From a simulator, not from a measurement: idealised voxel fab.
The process module presented herein is designated voxel spacer lines.
In the cross-section labelled cut, the width is 230 nm and each square cell is 5 nm.
Cross-section, as written here: a square-cell grid given band by band from the top down, where a band holds one or more rows of cells. This entry defines a band. It first specifies the height of the band's top and the height of its bottom in nm, and then specifies the band's materials from left to right, stating each material with its width in nm. The word "full width" identifies a single material that fills the band from edge to edge, while the word "air" identifies empty space. For the purposes of this specification, 0 denotes the height below which the wafer in its as-received condition is composed wholly of one material, and the lowermost band, lacking a lower limit, extends downward without end, as expressed in "top 0, no bottom". Width: "30..40" (first number = top row, second number = bottom row, same change from row to row of cells). When a step is marked "remained unchanged", none of the cells in the cross-section changed during that step. Entry "Encapsulated voids" = empty spaces >= 8 cells with no open way to the top; each as width x height at distance, distance from left edge, all nm. Anything after a step's settings on that line? It's the simulator's own note about the step. overlay nm: for a step with a mask, the amount by which the mask lay right of where it was planned; a negative amount means left of it.

LIST OF PLANNED PROCESS STEPS
| 1 | RECEIVE [material Si] |
| 2 | CONFORMAL_DEP [material SiO2] [thk nm 5] |
| 3 | DIRECTIONAL_DEP [material polySi] [thk nm 10] |
| 4 | DIRECTIONAL_DEP [material aC] [thk nm 20] |
| 5 | PATTERN [tone cover] [mask id MANDREL] [material resist] [width nm 20] [pitch nm 70] [thk nm 25] [overlay nm 0] |
| 6 | DIRECTIONAL_ETCH [etch materials aC] [depth nm 20] |
| 7 | STRIP [etch materials resist] |
| 8 | CONFORMAL_DEP [material SiN] [thk nm 15] |
| 9 | DIRECTIONAL_ETCH [etch materials SiN] [depth nm 15] |
| 10 | STRIP [etch materials aC] |
| 11 | DIRECTIONAL_ETCH [etch materials polySi] [depth nm 10] |
| 12 | STRIP [etch materials SiN] |
| 13 | FILL_DEP [material lowk] [thk nm 10] |
| 14 | CMP [height nm 15] |

CROSS-SECTION OF THE WAFER AT RECEIPT, WHICH IS THE CONDITION AFTER STEP 1
	top 0, no bottom = Si full width
	Encapsulated voids: none

A WAFER AT THE END: THIS START, THIS PLAN, ONE MISTAKE
	top 15, bottom 5 = lowk: 65  polySi: 15  lowk: 20  polySi: 15  lowk: 20  polySi: 15  lowk: 20  polySi: 15  lowk: 45
	top 5, bottom 0 = SiO2 full width
	top 0, no bottom = Si full width
	Encapsulated voids: none
The plan and the run diverged here: step 5: run off-plan, actual operation and settings PATTERN [tone cover] [mask id MANDREL] [material resist] [width nm 20] [pitch nm 70] [thk nm 25] [overlay nm 10]
